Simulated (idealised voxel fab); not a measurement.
process module | voxel spacer lines
cross-section cut | 145 nm wide | cells 5 nm
A cross-section is a grid of square cells, given in bands from the top down. A band is one or more rows of cells.
Each band's line starts with the height of the band's top and of its bottom, in nm. Then come its materials from left to right, each with its width in nm. One material with "throughout" fills the band from edge to edge. "air" is empty space.
Height 0 is the level under which the wafer as received is all one material. The lowest band goes on downwards, as in "0 down".
A width such as "30 to 40" changes by the same amount from each row of cells to the next, from the band's top row to its bottom row.
"no change" after a step means that no cell of the cross-section changed.
closed voids: empty space of 8 cells or more with no open way to the top, each as width x height at its distance from the left edge, in nm
after a step's settings: what the simulator itself notes on the step
overlay nm, on a step with a mask: how far to the right of its planned place the mask lay; to the left if negative
plan
1 op RECEIVE | material Si
2 op CONFORMAL_DEP | material Al2O3 | thk nm 5
3 op DIRECTIONAL_DEP | material TiN | thk nm 20
4 op DIRECTIONAL_DEP | material polySi | thk nm 30
5 op PATTERN | tone cover | mask id MANDREL | material resist | width nm 15 | pitch nm 50 | thk nm 35 | overlay nm 0
6 op DIRECTIONAL_ETCH | etch materials polySi | depth nm 30
7 op STRIP | etch materials resist
8 op CONFORMAL_DEP | material SiO2 | thk nm 5
9 op DIRECTIONAL_ETCH | etch materials SiO2 | depth nm 10
10 op STRIP | etch materials polySi
11 op DIRECTIONAL_ETCH | etch materials TiN | depth nm 20
12 op STRIP | etch materials SiO2
13 op FILL_DEP | material lowk | thk nm 5
14 op CMP | height nm 25
varied across the wafers: thk nm of step 8. The plan shows the first wafer's value. All wafers start alike
first wafer as received, after step 1
  0 down: Si throughout
  closed voids: none
each wafer at the end: cells of each material gained (+) or lost (-) since it was received, then its closed voids
thk nm 5 | +29 Al2O3 | +24 TiN | +92 lowk | closed voids: none
thk nm 10 | +29 Al2O3 | +48 TiN | +68 lowk | closed voids: none
thk nm 15 | +29 Al2O3 | +116 TiN | closed voids: none
thk nm 20 | +29 Al2O3 | +116 TiN | closed voids: none
thk nm 25 | +29 Al2O3 | +116 TiN | closed voids: none
